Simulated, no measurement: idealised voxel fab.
The following process module bears the name voxel fin reveal.
Square cell edge 5 nm, section width 175 nm, ID cut.
A cross-section in this document is a grid of square cells, and it is written down as bands, the top band listed before the ones below it; a band is made up of one or more rows of cells. Read a band's entry like this: the first values are the height of its top and the height of its bottom in nm, and what follows is the sequence of materials from left to right, each with its width in nm. Note that "air" is empty space, and that a single material marked "edge to edge" reaches across the band from edge to edge. The reference from which all heights are counted is 0, the level beneath which the as-received wafer is entirely one material; the lowest band, having no lower bound, proceeds downward and is written after the example "from 0 down". Width spec "30..40" -> top row of cells at first value, bottom row at second value, equal per-row change in between. What does "changes: none" mean for a step? It means no cell of the cross-section changed in that step. "Sealed void listing": empty spaces of 8 cells or more with no open way to the top, each given as width x height at distance, distance from the left edge, all in nm. Anything after a step's settings on that line? It's the simulator's own note about the step. "overlay nm" on a masked step: distance the mask lay right of its planned place, negative for left.
STEPS IN THE PROCESS PLAN
| 1 | RECEIVE: material Si |
| 2 | CONFORMAL_DEP: material SiN, thk nm 5 |
| 3 | MASKED_ETCH: tone cover, mask id FINS, width nm 15, pitch nm 40, etch materials SiN, depth nm 5, overlay nm 0 |
| 4 | MASKED_ETCH: tone cover, mask id FINS, width nm 15, pitch nm 40, etch materials Si, depth nm 35, overlay nm 0 |
| 5 | FILL_DEP: material SiO2, thk nm 10 |
| 6 | CMP: height nm 5 |
| 7 | SELECTIVE_ETCH: etch materials SiO2, depth nm 20 |
| 8 | STRIP: etch materials SiN |
SO THIS IS THE INCOMING WAFER IN CROSS-SECTION - IT'S ALREADY BEEN THROUGH STEP 1
  from 0 down: Si edge to edge
  Sealed void listing: none
A WAFER AT THE END: THIS START, THIS PLAN, ONE MISTAKE
  from 0 to -15: air (40); Si (15); air (25); Si (15); air (25); Si (15); air (40)
  from -15 to -45: SiO2 (40); Si (15); SiO2 (25); Si (15); SiO2 (25); Si (15); SiO2 (40)
  from -45 down: Si edge to edge
  Sealed void listing: none
Against the plan, the run slipped here: step 4 went in with a setting other than planned; the actual run was MASKED_ETCH: tone cover, mask id FINS, width nm 15, pitch nm 40, etch materials Si, depth nm 45, overlay nm 0
